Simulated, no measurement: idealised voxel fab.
A process module follows: voxel gate over fins.
The cross-section on display is named cut; it measures 295 nm wide, and its cells are 5 nm squares.
A cross-section in this document is a grid of square cells, and it is written down as bands, the top band listed before the ones below it; a band is made up of one or more rows of cells.
Per band: top height and bottom height in nm, followed by the left-to-right materials and their widths in nm; "all across" marks a single material spanning edge to edge, "empty" marks empty space.
Basically, 0 is our baseline, since under it the wafer straight out of the box is all one material. The bottom band has no lower end and keeps on going down, so it looks like "0 -> down".
Graded width ("30 to 40"): value in top row of band = first number; value in bottom row = second number; row-to-row change constant.
"nothing got changed" means the step left every cell of the cross-section as it was.
"Enclosed void entries" lists enclosed empty spaces (at least 8 cells, no open path upward to the top), each as width x height at distance from the left edge, in nm.
It should be noted that, on the line of a given step, the content following the step's settings is a remark produced by the simulator itself with respect to that step.
overlay nm: step with mask; distance mask lay right of planned place; negative value = left of planned place.
## This section lists the process steps that were planned
1) RECEIVE (material Si)
2) CONFORMAL_DEP (material SiN; thk nm 10)
3) DIRECTIONAL_DEP (material aC; thk nm 15)
4) PATTERN (tone cover; mask id FINS; material resist; width nm 15; pitch nm 60; thk nm 30; overlay nm 0)
5) DIRECTIONAL_ETCH (etch materials aC; depth nm 15)
6) STRIP (etch materials resist)
7) DIRECTIONAL_ETCH (etch materials SiN; depth nm 10)
8) DIRECTIONAL_ETCH (etch materials Si; depth nm 35)
9) STRIP (etch materials aC)
10) FILL_DEP (material SiO2; thk nm 15)
11) CMP (height nm 10)
12) DIRECTIONAL_DEP (material aC; thk nm 15)
13) PATTERN (tone open; mask id RAIL; material resist; width nm 15; thk nm 30; overlay nm 0)
14) DIRECTIONAL_ETCH (etch materials aC; depth nm 15)
15) STRIP (etch materials resist)
16) DIRECTIONAL_ETCH (etch materials SiO2; depth nm 40)
17) STRIP (etch materials aC)
18) CONFORMAL_DEP (material TiN; thk nm 5)
19) FILL_DEP (material W; thk nm 10)
20) CMP (height nm 10)
21) SELECTIVE_ETCH (etch materials W Ru TiN; depth nm 25)
22) FILL_DEP (material SiO2; thk nm 5)
23) CMP (height nm 10)
24) SELECTIVE_ETCH (etch materials SiO2; depth nm 20)
25) STRIP (etch materials SiN)
26) CONFORMAL_DEP (material HfO2; thk nm 5)
27) CONFORMAL_DEP (material TiN; thk nm 5)
28) CONFORMAL_DEP (material TiAl; thk nm 5)
29) CONFORMAL_DEP (material TiN; thk nm 5)
30) FILL_DEP (material W; thk nm 10)
31) CMP (height nm 25)
32) CONFORMAL_DEP (material SiCN; thk nm 5)
## Incoming wafer, cross-sectional view, post step 1
0 -> down = Si all across
Enclosed void entries: none
## Cross-sectional view of the first of the two wafers upon completion of the module, processed in accordance with the plan
30 -> 25 = SiCN all across
25 -> 20 = W all across
20 -> 15 = W: 90; TiN: 55; W: 5; TiN: 55; W: 90
15 -> 10 = W: 90; TiN: 5; TiAl: 45; TiN: 5; W: 5; TiN: 5; TiAl: 45; TiN: 5; W: 90
10 -> 5 = TiN: 95; TiAl: 5; TiN: 35; TiAl: 5; TiN: 15; TiAl: 5; TiN: 35; TiAl: 5; TiN: 95
5 -> 0 = TiAl: 100; TiN: 5; HfO2: 25; TiN: 5; TiAl: 25; TiN: 5; HfO2: 25; TiN: 5; TiAl: 100
0 -> -5 = TiN: 105; HfO2: 5; Si: 15; HfO2: 5; TiN: 35; HfO2: 5; Si: 15; HfO2: 5; TiN: 105
-5 -> -10 = HfO2: 110; Si: 15; HfO2: 45; Si: 15; HfO2: 110
-10 -> -15 = SiO2: 110; Si: 15; SiO2: 45; Si: 15; SiO2: 110
-15 -> -25 = SiO2: 110; Si: 15; SiO2: 15; TiN: 5; W: 5; TiN: 5; SiO2: 15; Si: 15; SiO2: 110
-25 -> -30 = SiO2: 110; Si: 15; SiO2: 15; TiN: 15; SiO2: 15; Si: 15; SiO2: 110
-30 -> -35 = SiO2: 110; Si: 15; SiO2: 45; Si: 15; SiO2: 110
-35 -> down = Si all across
Enclosed void entries: none
## Cross-sectional view: second of two wafers, end of module; start and plan identical to the first, one mistake in running
30 -> 25 = SiCN all across
25 -> 20 = W all across
20 -> 15 = W: 90; TiN: 115; W: 90
15 -> 10 = W: 90; TiN: 5; TiAl: 105; TiN: 5; W: 90
10 -> 5 = TiN: 95; TiAl: 5; TiN: 95; TiAl: 5; TiN: 95
5 -> 0 = TiAl: 100; TiN: 5; HfO2: 25; TiN: 5; HfO2: 25; TiN: 5; HfO2: 25; TiN: 5; TiAl: 100
0 -> -5 = TiN: 105; HfO2: 5; Si: 15; HfO2: 5; TiN: 5; HfO2: 5; TiN: 5; W: 5; TiN: 5; HfO2: 5; TiN: 5; HfO2: 5; Si: 15; HfO2: 5; TiN: 105
-5 -> -10 = HfO2: 110; Si: 15; HfO2: 15; TiN: 5; W: 5; TiN: 5; HfO2: 15; Si: 15; HfO2: 110
-10 -> -25 = SiO2: 110; Si: 15; SiO2: 15; TiN: 5; W: 5; TiN: 5; SiO2: 15; Si: 15; SiO2: 110
-25 -> -30 = SiO2: 110; Si: 15; SiO2: 15; TiN: 15; SiO2: 15; Si: 15; SiO2: 110
-30 -> -35 = SiO2: 110; Si: 15; SiO2: 45; Si: 15; SiO2: 110
-35 -> down = Si all across
Enclosed void entries: none
What was the processing mistake? step 20 from the plan never happened, it was just skipped
Counted in cells at the end, the second wafer holds more or fewer of these materials than the first: HfO2 +4 | SiO2 -3 | TiAl -4 | TiN +2 | W +1
